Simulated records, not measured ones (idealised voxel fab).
The name of this process module is voxel transistor to metal.
For reference, the cross-section in this document is cut, with width 190 nm and square cells of 5 nm.
Cross-section layout: square cells on a grid; listed as bands, top to bottom; a band spans one or more cell rows.
Per band: top height and bottom height in nm, followed by the left-to-right materials and their widths in nm; "edge to edge" marks a single material spanning edge to edge, "blank" marks empty space.
Basically, 0 is our baseline, since under it the wafer straight out of the box is all one material. The bottom band has no lower end and keeps on going down, so it looks like "0 down".
The expression "30 to 40" gives the width at the extremes of the band, the first number at its top row of cells and the second at its bottom row, with the width changing by equal amounts from each row to the next in between.
Basically "nothing altered" means that step didn't change any cell in the cross-section.
Empty spaces counting at least 8 cells and having no open way to the top are listed in "Sealed-off cavities". The notation width x height at distance is used for each, the distance being from the left edge and all three values in nm.
What comes after the settings on a step's line is commentary from the simulator itself on that step.
You can add "overlay nm" to a step's line. For a step with a mask, it describes how far the mask lay to the right of its planned position, and a negative number describes a lay to the left.
These are the steps we planned for the process:
1) op RECEIVE | material Si
2) op CONFORMAL_DEP | material SiO2 | thk nm 5
3) op CONFORMAL_DEP | material SiN | thk nm 15
4) op MASKED_ETCH | tone cover | mask id ACTIVE | width nm 115 | etch materials SiN | depth nm 15 | overlay nm 0
5) op MASKED_ETCH | tone cover | mask id ACTIVE | width nm 115 | etch materials SiO2 | depth nm 5 | overlay nm 0
6) op MASKED_ETCH | tone cover | mask id ACTIVE | width nm 115 | etch materials Si | depth nm 30 | overlay nm 0
7) op OXIDIZE | depth nm 5
8) op FILL_DEP | material SiO2 | thk nm 10
9) op CMP | height nm 20
10) op SELECTIVE_ETCH | etch materials SiO2 | depth nm 15
11) op STRIP | etch materials SiN
12) op SELECTIVE_ETCH | etch materials SiO2 | depth nm 5
13) op OXIDIZE | depth nm 5
14) op DIRECTIONAL_DEP | material polySi | thk nm 25
15) op DIRECTIONAL_DEP | material SiCN | thk nm 10
16) op PATTERN | tone cover | mask id GATE | material resist | width nm 25 | thk nm 20 | overlay nm 0
17) op DIRECTIONAL_ETCH | etch materials SiCN | depth nm 20
18) op DIRECTIONAL_ETCH | etch materials polySi | depth nm 35
19) op STRIP | etch materials resist
20) op CONFORMAL_DEP | material SiO2 | thk nm 5
21) op DIRECTIONAL_ETCH | etch materials SiO2 | depth nm 5
22) op CONFORMAL_DEP | material SiN | thk nm 5
23) op DIRECTIONAL_ETCH | etch materials SiN | depth nm 5
24) op DIRECTIONAL_ETCH | etch materials SiO2 | depth nm 5
25) op EPI | material pSi | thk nm 5
26) op FILL_DEP | material SiO2 | thk nm 10
27) op CMP | height nm 35
28) op DIRECTIONAL_DEP | material SiO2 | thk nm 10
29) op MASKED_ETCH | tone open | mask id CONTACT | width nm 15 | pitch nm 80 | etch materials SiO2 | depth nm 45 | overlay nm 0
30) op CONFORMAL_DEP | material TiN | thk nm 5
31) op FILL_DEP | material Ru | thk nm 5
32) op CMP | height nm 45
33) op DIRECTIONAL_DEP | material TiN | thk nm 5
34) op DIRECTIONAL_DEP | material W | thk nm 25
35) op MASKED_ETCH | tone cover | mask id METAL_1 | width nm 15 | pitch nm 80 | etch materials W | depth nm 25 | overlay nm 0
36) op MASKED_ETCH | tone cover | mask id METAL_1 | width nm 15 | pitch nm 80 | etch materials TiN | depth nm 5 | overlay nm 0
37) op CONFORMAL_DEP | material SiCN | thk nm 5
38) op FILL_DEP | material SiO2 | thk nm 5
39) op CMP | height nm 75
40) op CONFORMAL_DEP | material SiN | thk nm 5
First of two wafers - as planned:
Cross-section of the wafer upon arrival, representing the state reached after step 1:
  0 down | Si edge to edge
  Sealed-off cavities: none
Wafer section view after processing step 2:
  5 to 0 | SiO2 edge to edge
  Unchanged below 0.
Wafer section view after processing step 3:
  20 to 5 | SiN edge to edge
  Unchanged below 5.
Wafer section view after processing step 4:
  20 to 5 | blank (35) / SiN (115) / blank (40)
  Unchanged below 5.
Wafer section view after processing step 5:
  20 to 5 | blank (35) / SiN (115) / blank (40)
  5 to 0 | blank (35) / SiO2 (115) / blank (40)
  Unchanged below 0.
Wafer section view after processing step 6:
  20 to 5 | blank (35) / SiN (115) / blank (40)
  5 to 0 | blank (35) / SiO2 (115) / blank (40)
  0 to -30 | blank (35) / Si (115) / blank (40)
  Unchanged below -30.
Wafer section view after processing step 7:
  20 to 5 | blank (35) / SiN (115) / blank (40)
  5 to 0 | blank (35) / SiO2 (115) / blank (40)
  0 to -30 | blank (35) / SiO2 (5) / Si (105) / SiO2 (5) / blank (40)
  -30 to -35 | SiO2 (40) / Si (105) / SiO2 (45)
  Unchanged below -35.
Wafer section view after processing step 8:
  30 to 20 | SiO2 edge to edge
  20 to 5 | SiO2 (35) / SiN (115) / SiO2 (40)
  5 to 0 | SiO2 edge to edge
  0 to -35 | SiO2 (40) / Si (105) / SiO2 (45)
  Unchanged below -35.
Wafer section view after processing step 9:
  20 to 5 | SiO2 (35) / SiN (115) / SiO2 (40)
  Unchanged below 5.
Wafer section view after processing step 10:
  20 to 5 | blank (35) / SiN (115) / blank (40)
  Unchanged below 5.
Wafer section view after processing step 11:
  5 to 0 | SiO2 edge to edge
  Unchanged below 0.
Wafer section view after processing step 12:
  0 to -35 | SiO2 (40) / Si (105) / SiO2 (45)
  Unchanged below -35.
Wafer section view after processing step 13:
  0 to -5 | SiO2 edge to edge
  Unchanged below -5.
Wafer section view after processing step 14:
  25 to 0 | polySi edge to edge
  Unchanged below 0.
Wafer section view after processing step 15:
  35 to 25 | SiCN edge to edge
  Unchanged below 25.
Wafer section view after processing step 16:
  55 to 35 | blank (80) / resist (25) / blank (85)
  Unchanged below 35.
Wafer section view after processing step 17:
  55 to 35 | blank (80) / resist (25) / blank (85)
  35 to 25 | blank (80) / SiCN (25) / blank (85)
  Unchanged below 25.
Wafer section view after processing step 18:
  55 to 35 | blank (80) / resist (25) / blank (85)
  35 to 25 | blank (80) / SiCN (25) / blank (85)
  25 to 0 | blank (80) / polySi (25) / blank (85)
  Unchanged below 0.
Wafer section view after processing step 19:
  35 to 25 | blank (80) / SiCN (25) / blank (85)
  Unchanged below 25.
Wafer section view after processing step 20:
  40 to 35 | blank (75) / SiO2 (35) / blank (80)
  35 to 25 | blank (75) / SiO2 (5) / SiCN (25) / SiO2 (5) / blank (80)
  25 to 5 | blank (75) / SiO2 (5) / polySi (25) / SiO2 (5) / blank (80)
  5 to 0 | SiO2 (80) / polySi (25) / SiO2 (85)
  Unchanged below 0.
Wafer section view after processing step 21:
  35 to 25 | blank (75) / SiO2 (5) / SiCN (25) / SiO2 (5) / blank (80)
  25 to 0 | blank (75) / SiO2 (5) / polySi (25) / SiO2 (5) / blank (80)
  Unchanged below 0.
Wafer section view after processing step 22:
  40 to 35 | blank (70) / SiN (45) / blank (75)
  35 to 25 | blank (70) / SiN (5) / SiO2 (5) / SiCN (25) / SiO2 (5) / SiN (5) / blank (75)
  25 to 5 | blank (70) / SiN (5) / SiO2 (5) / polySi (25) / SiO2 (5) / SiN (5) / blank (75)
  5 to 0 | SiN (75) / SiO2 (5) / polySi (25) / SiO2 (5) / SiN (80)
  Unchanged below 0.
Wafer section view after processing step 23:
  35 to 25 | blank (70) / SiN (5) / SiO2 (5) / SiCN (25) / SiO2 (5) / SiN (5) / blank (75)
  25 to 0 | blank (70) / SiN (5) / SiO2 (5) / polySi (25) / SiO2 (5) / SiN (5) / blank (75)
  Unchanged below 0.
Wafer section view after processing step 24:
  35 to 30 | blank (70) / SiN (5) / blank (5) / SiCN (25) / blank (5) / SiN (5) / blank (75)
  30 to 25 | blank (70) / SiN (5) / SiO2 (5) / SiCN (25) / SiO2 (5) / SiN (5) / blank (75)
  25 to 0 | blank (70) / SiN (5) / SiO2 (5) / polySi (25) / SiO2 (5) / SiN (5) / blank (75)
  0 to -5 | blank (70) / SiO2 (45) / blank (75)
  Unchanged below -5.
Wafer section view after processing step 25:
  35 to 30 | blank (70) / SiN (5) / blank (5) / SiCN (25) / blank (5) / SiN (5) / blank (75)
  30 to 25 | blank (70) / SiN (5) / SiO2 (5) / SiCN (25) / SiO2 (5) / SiN (5) / blank (75)
  25 to 0 | blank (70) / SiN (5) / SiO2 (5) / polySi (25) / SiO2 (5) / SiN (5) / blank (75)
  0 to -5 | blank (35) / pSi (35) / SiO2 (45) / pSi (35) / blank (40)
  Unchanged below -5.
Wafer section view after processing step 26:
  45 to 35 | SiO2 edge to edge
  35 to 25 | SiO2 (70) / SiN (5) / SiO2 (5) / SiCN (25) / SiO2 (5) / SiN (5) / SiO2 (75)
  25 to 0 | SiO2 (70) / SiN (5) / SiO2 (5) / polySi (25) / SiO2 (5) / SiN (5) / SiO2 (75)
  0 to -5 | SiO2 (35) / pSi (35) / SiO2 (45) / pSi (35) / SiO2 (40)
  Unchanged below -5.
Wafer section view after processing step 27:
  35 to 25 | SiO2 (70) / SiN (5) / SiO2 (5) / SiCN (25) / SiO2 (5) / SiN (5) / SiO2 (75)
  Unchanged below 25.
Wafer section view after processing step 28:
  45 to 35 | SiO2 edge to edge
  Unchanged below 35.
Wafer section view after processing step 29:
  45 to 35 | SiO2 (45) / blank (15) / SiO2 (65) / blank (15) / SiO2 (50)
  35 to 25 | SiO2 (45) / blank (15) / SiO2 (10) / SiN (5) / SiO2 (5) / SiCN (25) / SiO2 (5) / SiN (5) / SiO2 (10) / blank (15) / SiO2 (50)
  25 to 0 | SiO2 (45) / blank (15) / SiO2 (10) / SiN (5) / SiO2 (5) / polySi (25) / SiO2 (5) / SiN (5) / SiO2 (10) / blank (15) / SiO2 (50)
  Unchanged below 0.
Wafer section view after processing step 30:
  50 to 45 | TiN (50) / blank (5) / TiN (75) / blank (5) / TiN (55)
  45 to 35 | SiO2 (45) / TiN (5) / blank (5) / TiN (5) / SiO2 (65) / TiN (5) / blank (5) / TiN (5) / SiO2 (50)
  35 to 25 | SiO2 (45) / TiN (5) / blank (5) / TiN (5) / SiO2 (10) / SiN (5) / SiO2 (5) / SiCN (25) / SiO2 (5) / SiN (5) / SiO2 (10) / TiN (5) / blank (5) / TiN (5) / SiO2 (50)
  25 to 5 | SiO2 (45) / TiN (5) / blank (5) / TiN (5) / SiO2 (10) / SiN (5) / SiO2 (5) / polySi (25) / SiO2 (5) / SiN (5) / SiO2 (10) / TiN (5) / blank (5) / TiN (5) / SiO2 (50)
  5 to 0 | SiO2 (45) / TiN (15) / SiO2 (10) / SiN (5) / SiO2 (5) / polySi (25) / SiO2 (5) / SiN (5) / SiO2 (10) / TiN (15) / SiO2 (50)
  Unchanged below 0.
Wafer section view after processing step 31:
  55 to 50 | Ru edge to edge
  50 to 45 | TiN (50) / Ru (5) / TiN (75) / Ru (5) / TiN (55)
  45 to 35 | SiO2 (45) / TiN (5) / Ru (5) / TiN (5) / SiO2 (65) / TiN (5) / Ru (5) / TiN (5) / SiO2 (50)
  35 to 25 | SiO2 (45) / TiN (5) / Ru (5) / TiN (5) / SiO2 (10) / SiN (5) / SiO2 (5) / SiCN (25) / SiO2 (5) / SiN (5) / SiO2 (10) / TiN (5) / Ru (5) / TiN (5) / SiO2 (50)
  25 to 5 | SiO2 (45) / TiN (5) / Ru (5) / TiN (5) / SiO2 (10) / SiN (5) / SiO2 (5) / polySi (25) / SiO2 (5) / SiN (5) / SiO2 (10) / TiN (5) / Ru (5) / TiN (5) / SiO2 (50)
  Unchanged below 5.
Wafer section view after processing step 32:
  45 to 35 | SiO2 (45) / TiN (5) / Ru (5) / TiN (5) / SiO2 (65) / TiN (5) / Ru (5) / TiN (5) / SiO2 (50)
  Unchanged below 35.
Wafer section view after processing step 33:
  50 to 45 | TiN edge to edge
  Unchanged below 45.
Wafer section view after processing step 34:
  75 to 50 | W edge to edge
  Unchanged below 50.
Wafer section view after processing step 35:
  75 to 50 | blank (45) / W (15) / blank (65) / W (15) / blank (50)
  Unchanged below 50.
Wafer section view after processing step 36:
  75 to 50 | blank (45) / W (15) / blank (65) / W (15) / blank (50)
  50 to 45 | blank (45) / TiN (15) / blank (65) / TiN (15) / blank (50)
  Unchanged below 45.
Wafer section view after processing step 37:
  80 to 75 | blank (40) / SiCN (25) / blank (55) / SiCN (25) / blank (45)
  75 to 50 | blank (40) / SiCN (5) / W (15) / SiCN (5) / blank (55) / SiCN (5) / W (15) / SiCN (5) / blank (45)
  50 to 45 | SiCN (45) / TiN (15) / SiCN (65) / TiN (15) / SiCN (50)
  Unchanged below 45.
Wafer section view after processing step 38:
  85 to 80 | SiO2 edge to edge
  80 to 75 | SiO2 (40) / SiCN (25) / SiO2 (55) / SiCN (25) / SiO2 (45)
  75 to 50 | SiO2 (40) / SiCN (5) / W (15) / SiCN (5) / SiO2 (55) / SiCN (5) / W (15) / SiCN (5) / SiO2 (45)
  Unchanged below 50.
Wafer section view after processing step 39:
  75 to 50 | SiO2 (40) / SiCN (5) / W (15) / SiCN (5) / SiO2 (55) / SiCN (5) / W (15) / SiCN (5) / SiO2 (45)
  Unchanged below 50.
Wafer section view after processing step 40:
  80 to 75 | SiN edge to edge
  Unchanged below 75.
The second wafer was prepared from the same starting point and under the same plan as the first; its processing contained one mistake, and it remains indistinguishable from the first wafer up to and including step 27:
Cross-section, second wafer, at the end time the plan gives for step 28:
  40 to 35 | SiO2 edge to edge
  Unchanged below 35.
Cross-section, second wafer, at the end time the plan gives for step 29:
  40 to 35 | SiO2 (45) / blank (15) / SiO2 (65) / blank (15) / SiO2 (50)
  35 to 25 | SiO2 (45) / blank (15) / SiO2 (10) / SiN (5) / SiO2 (5) / SiCN (25) / SiO2 (5) / SiN (5) / SiO2 (10) / blank (15) / SiO2 (50)
  25 to 0 | SiO2 (45) / blank (15) / SiO2 (10) / SiN (5) / SiO2 (5) / polySi (25) / SiO2 (5) / SiN (5) / SiO2 (10) / blank (15) / SiO2 (50)
  Unchanged below 0.
Cross-section, second wafer, at the end time the plan gives for step 30:
  45 to 40 | TiN (50) / blank (5) / TiN (75) / blank (5) / TiN (55)
  40 to 35 | SiO2 (45) / TiN (5) / blank (5) / TiN (5) / SiO2 (65) / TiN (5) / blank (5) / TiN (5) / SiO2 (50)
  35 to 25 | SiO2 (45) / TiN (5) / blank (5) / TiN (5) / SiO2 (10) / SiN (5) / SiO2 (5) / SiCN (25) / SiO2 (5) / SiN (5) / SiO2 (10) / TiN (5) / blank (5) / TiN (5) / SiO2 (50)
  25 to 5 | SiO2 (45) / TiN (5) / blank (5) / TiN (5) / SiO2 (10) / SiN (5) / SiO2 (5) / polySi (25) / SiO2 (5) / SiN (5) / SiO2 (10) / TiN (5) / blank (5) / TiN (5) / SiO2 (50)
  5 to 0 | SiO2 (45) / TiN (15) / SiO2 (10) / SiN (5) / SiO2 (5) / polySi (25) / SiO2 (5) / SiN (5) / SiO2 (10) / TiN (15) / SiO2 (50)
  Unchanged below 0.
Cross-section, second wafer, at the end time the plan gives for step 31:
  50 to 45 | Ru edge to edge
  45 to 40 | TiN (50) / Ru (5) / TiN (75) / Ru (5) / TiN (55)
  40 to 35 | SiO2 (45) / TiN (5) / Ru (5) / TiN (5) / SiO2 (65) / TiN (5) / Ru (5) / TiN (5) / SiO2 (50)
  35 to 25 | SiO2 (45) / TiN (5) / Ru (5) / TiN (5) / SiO2 (10) / SiN (5) / SiO2 (5) / SiCN (25) / SiO2 (5) / SiN (5) / SiO2 (10) / TiN (5) / Ru (5) / TiN (5) / SiO2 (50)
  25 to 5 | SiO2 (45) / TiN (5) / Ru (5) / TiN (5) / SiO2 (10) / SiN (5) / SiO2 (5) / polySi (25) / SiO2 (5) / SiN (5) / SiO2 (10) / TiN (5) / Ru (5) / TiN (5) / SiO2 (50)
  Unchanged below 5.
Cross-section, second wafer, at the end time the plan gives for step 32:
  45 to 40 | TiN (50) / Ru (5) / TiN (75) / Ru (5) / TiN (55)
  Unchanged below 40.
Cross-section, second wafer, at the end time the plan gives for step 33:
  50 to 45 | TiN edge to edge
  Unchanged below 45.
Cross-section, second wafer, at the end time the plan gives for step 34:
  75 to 50 | W edge to edge
  Unchanged below 50.
Cross-section, second wafer, at the end time the plan gives for step 35:
  75 to 50 | blank (45) / W (15) / blank (65) / W (15) / blank (50)
  Unchanged below 50.
Cross-section, second wafer, at the end time the plan gives for step 36:
  75 to 50 | blank (45) / W (15) / blank (65) / W (15) / blank (50)
  50 to 45 | blank (45) / TiN (15) / blank (65) / TiN (15) / blank (50)
  Unchanged below 45.
Cross-section, second wafer, at the end time the plan gives for step 37:
  80 to 75 | blank (40) / SiCN (25) / blank (55) / SiCN (25) / blank (45)
  75 to 50 | blank (40) / SiCN (5) / W (15) / SiCN (5) / blank (55) / SiCN (5) / W (15) / SiCN (5) / blank (45)
  50 to 45 | SiCN (45) / TiN (15) / SiCN (65) / TiN (15) / SiCN (50)
  Unchanged below 45.
Cross-section, second wafer, at the end time the plan gives for step 38:
  85 to 80 | SiO2 edge to edge
  80 to 75 | SiO2 (40) / SiCN (25) / SiO2 (55) / SiCN (25) / SiO2 (45)
  75 to 50 | SiO2 (40) / SiCN (5) / W (15) / SiCN (5) / SiO2 (55) / SiCN (5) / W (15) / SiCN (5) / SiO2 (45)
  Unchanged below 50.
Cross-section, second wafer, at the end time the plan gives for step 39:
  75 to 50 | SiO2 (40) / SiCN (5) / W (15) / SiCN (5) / SiO2 (55) / SiCN (5) / W (15) / SiCN (5) / SiO2 (45)
  Unchanged below 50.
Cross-section, second wafer, at the end time the plan gives for step 40:
  80 to 75 | SiN edge to edge
  Unchanged below 75.
Finding, execution versus plan: step 28 changed vs plan, executed as op DIRECTIONAL_DEP | material SiO2 | thk nm 5
Count the cells at the end and the second wafer has more or fewer of some materials than the first: 32 fewer of SiO2, 32 more of TiN
